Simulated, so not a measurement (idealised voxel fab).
process module | voxel fin reveal
cross-section cut | 270 nm wide | cells 5 nm
A cross-section is a grid of square cells, given in bands from the top down. A band is one or more rows of cells.
Each band's line starts with the height of the band's top and of its bottom, in nm. Then come its materials from left to right, each with its width in nm. One material with "throughout" fills the band from edge to edge. "air" is empty space.
Height 0 is the level under which the wafer as received is all one material. The lowest band goes on downwards, as in "0 down".
A width such as "30 to 40" changes by the same amount from each row of cells to the next, from the band's top row to its bottom row.
"no change" after a step means that no cell of the cross-section changed.
closed voids: empty space of 8 cells or more with no open way to the top, each as width x height at its distance from the left edge, in nm
after a step's settings: what the simulator itself notes on the step
overlay nm, on a step with a mask: how far to the right of its planned place the mask lay; to the left if negative
plan
1 op RECEIVE | material Si
2 op CONFORMAL_DEP | material SiN | thk nm 10
3 op PATTERN | tone cover | mask id FINS | material resist | width nm 15 | pitch nm 45 | thk nm 20 | overlay nm 0
4 op DIRECTIONAL_ETCH | etch materials SiN | depth nm 10
5 op DIRECTIONAL_ETCH | etch materials Si | depth nm 40
6 op STRIP | etch materials resist
7 op OXIDIZE | depth nm 5
8 op FILL_DEP | material SiO2 | thk nm 15
9 op CMP | height nm 10
10 op SELECTIVE_ETCH | etch materials SiO2 | depth nm 40
11 op STRIP | etch materials SiN
12 op CONFORMAL_DEP | material SiO2 | thk nm 5
as received, after step 1
  0 down: Si throughout
  closed voids: none
first wafer at the end, as planned
  5 to 0: air 105 | SiO2 15 | air 30 | SiO2 15 | air 105
  0 to -25: air 105 | SiO2 5 | Si 5 | SiO2 5 | air 30 | SiO2 5 | Si 5 | SiO2 5 | air 105
  -25 to -45: SiO2 110 | Si 5 | SiO2 40 | Si 5 | SiO2 110
  -45 down: Si throughout
  closed voids: none
second wafer at the end: like start, like plan, one mistake
  5 to 0: SiO2 105 | air 15 | SiO2 30 | air 15 | SiO2 105
  0 to -25: Si 100 | SiO2 5 | air 15 | SiO2 5 | Si 20 | SiO2 5 | air 15 | SiO2 5 | Si 100
  -25 to -45: Si 100 | SiO2 25 | Si 20 | SiO2 25 | Si 100
  -45 down: Si throughout
  closed voids: none
what went wrong: step 3 ran as: op PATTERN | tone open | mask id FINS | material resist | width nm 15 | pitch nm 45 | thk nm 20 | overlay nm 0
at the end the second wafer has, in cells: 378 more of Si | 126 fewer of SiO2
